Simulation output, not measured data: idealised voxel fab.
The name of this process module is voxel self aligned vias.
Square cell edge 5 nm, section width 300 nm, ID cut.
A cross-section is a grid of square cells, given in bands from the top down. A band is one or more rows of cells.
Heads up on the band format: heights come first, top then bottom, in nm. After that it's the materials left to right, each with its width in nm. A single material flagged "full width" fills the whole band edge to edge, and "empty" means there's empty space there.
Basically, 0 is our baseline, since under it the wafer straight out of the box is all one material. The bottom band has no lower end and keeps on going down, so it looks like "0 down".
Width "30..40": first value at the band's top row of cells, second value at its bottom row, equal change from row to row.
What does "identical to before" mean for a step? It means no cell of the cross-section changed in that step.
Sealed internal cavities: empty space of 8 cells or more with no open way to the top, each as width x height at its distance from the left edge, in nm
What comes after the settings on a step's line is commentary from the simulator itself on that step.
"overlay nm" on a masked step: distance the mask lay right of its planned place, negative for left.
**Steps planned for the process**
1,RECEIVE, material Si
2,CONFORMAL_DEP, material SiO2, thk nm 10
3,CONFORMAL_DEP, material SiCN, thk nm 5
4,DIRECTIONAL_DEP, material lowk, thk nm 20
5,DIRECTIONAL_DEP, material aC, thk nm 15
6,PATTERN, tone open, mask id LINES, material resist, width nm 25, pitch nm 50, thk nm 35, overlay nm 0
7,DIRECTIONAL_ETCH, etch materials aC, depth nm 15
8,STRIP, etch materials resist
9,DIRECTIONAL_ETCH, etch materials lowk, depth nm 20
10,STRIP, etch materials aC
11,CONFORMAL_DEP, material TiN, thk nm 5
12,FILL_DEP, material W, thk nm 5
13,CMP, height nm 35
14,SELECTIVE_ETCH, etch materials W Ru TiN, depth nm 5
15,FILL_DEP, material SiN, thk nm 5
16,CMP, height nm 35
17,DIRECTIONAL_DEP, material lowk, thk nm 15
18,DIRECTIONAL_DEP, material aC, thk nm 10
19,PATTERN, tone open, mask id VIAS, material resist, width nm 35, thk nm 30, overlay nm 0
20,DIRECTIONAL_ETCH, etch materials aC, depth nm 10
21,STRIP, etch materials resist
22,DIRECTIONAL_ETCH, etch materials lowk, depth nm 15
23,DIRECTIONAL_ETCH, etch materials SiN, depth nm 5
24,STRIP, etch materials aC
25,CONFORMAL_DEP, material TiN, thk nm 5
26,FILL_DEP, material Cu, thk nm 5
27,CMP, height nm 50
28,CONFORMAL_DEP, material SiN, thk nm 5
**As received (post step 1): cross-section**
> 0 down: Si full width
> Sealed internal cavities: none
**Below is the wafer in cross-section after the module was completed. It began from the starting point shown above and followed the plan shown above, except that one mistake was made while running it**
> 55 to 50: SiN full width
> 50 to 40: 105 nm lowk | 5 nm TiN | 25 nm Cu | 5 nm TiN | 160 nm lowk
> 40 to 35: 105 nm lowk | 15 nm TiN | 5 nm Cu | 15 nm TiN | 160 nm lowk
> 35 to 30: 115 nm lowk | 15 nm TiN | 35 nm lowk | 15 nm SiN | 120 nm lowk
> 30 to 20: 115 nm lowk | 5 nm TiN | 5 nm W | 5 nm TiN | 35 nm lowk | 5 nm TiN | 5 nm W | 5 nm TiN | 120 nm lowk
> 20 to 15: 115 nm lowk | 15 nm TiN | 35 nm lowk | 15 nm TiN | 120 nm lowk
> 15 to 10: SiCN full width
> 10 to 0: SiO2 full width
> 0 down: Si full width
> Sealed internal cavities: none
The mistake made against the process plan was this: step 6 ran as: PATTERN, tone open, mask id LINES, material resist, width nm 15, pitch nm 50, thk nm 35, overlay nm 0
